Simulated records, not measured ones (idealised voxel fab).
Process module under the name voxel self aligned vias
Cross-sectional view cut (width: 220 nm; square cell size: 5 nm).
Think of the cross-section as a grid of square cells. We describe it in bands, top to bottom, and each band covers one or more rows of those cells. Heads up on the band format: heights come first, top then bottom, in nm. After that it's the materials left to right, each with its width in nm. A single material flagged "everywhere" fills the whole band edge to edge, and "blank" means there's empty space there. The reference from which all heights are counted is 0, the level beneath which the as-received wafer is entirely one material; the lowest band, having no lower bound, proceeds downward and is written after the example "0 nm and below". A two-number width, for instance "30 to 40", indicates that the width is equal to the first number in the top row of the band and to the second number in the bottom row, and that it changes by a constant amount per row of cells. No cell of the cross-section changed in a step that is given as "same as before". Entry "Closed cavity list" = empty spaces >= 8 cells with no open way to the top; each as width x height at distance, distance from left edge, all nm. Formally, on a step line, whatever follows the settings is a remark that the simulator itself makes on the step. The setting "overlay nm" may be written on the line of a step. When the step uses a mask, the value reports how far to the right of the planned place the mask lay, and a negative value reports that it lay to the left.

[The process steps that were planned are listed below]
1: RECEIVE with material Si
2: CONFORMAL_DEP with material SiO2, thk nm 15
3: CONFORMAL_DEP with material SiCN, thk nm 5
4: DIRECTIONAL_DEP with material lowk, thk nm 20
5: DIRECTIONAL_DEP with material aC, thk nm 10
6: PATTERN with tone open, mask id LINES, material resist, width nm 20, pitch nm 50, thk nm 25, overlay nm 0
7: DIRECTIONAL_ETCH with etch materials aC, depth nm 10
8: STRIP with etch materials resist
9: DIRECTIONAL_ETCH with etch materials lowk, depth nm 20
10: STRIP with etch materials aC
11: CONFORMAL_DEP with material TiN, thk nm 5
12: FILL_DEP with material W, thk nm 10
13: CMP with height nm 40
14: SELECTIVE_ETCH with etch materials W Ru TiN, depth nm 10
15: FILL_DEP with material SiN, thk nm 5
16: CMP with height nm 40
17: DIRECTIONAL_DEP with material lowk, thk nm 15
18: PATTERN with tone open, mask id VIAS, material resist, width nm 30, pitch nm 50, thk nm 15, overlay nm 0
19: DIRECTIONAL_ETCH with etch materials lowk, depth nm 15
20: DIRECTIONAL_ETCH with etch materials SiN, depth nm 10
21: STRIP with etch materials resist
22: CONFORMAL_DEP with material TiN, thk nm 5
23: FILL_DEP with material W, thk nm 10
24: CMP with height nm 55
25: CONFORMAL_DEP with material SiCN, thk nm 5

[Delivered wafer in cross-section: state after step 1]
* 0 nm and below: Si everywhere
* Closed cavity list: none

[Same starting wafer, same plan as above, one mistake in the execution; this is the cross-section at the end of the module]
* 60 nm to 55 nm: SiCN everywhere
* 55 nm to 45 nm: lowk: 45, then TiN: 5, then W: 20, then TiN: 5, then lowk: 20, then TiN: 5, then W: 20, then TiN: 5, then lowk: 20, then TiN: 5, then W: 20, then TiN: 5, then lowk: 45
* 45 nm to 40 nm: lowk: 45, then TiN: 30, then lowk: 20, then TiN: 30, then lowk: 20, then TiN: 30, then lowk: 45
* 40 nm to 35 nm: SiCN everywhere
* 35 nm to 15 nm: lowk everywhere
* 15 nm to 0 nm: SiO2 everywhere
* 0 nm and below: Si everywhere
* Closed cavity list: none
Want to know what went wrong? contrary to the plan, steps 3 and 4 were processed in exchanged order
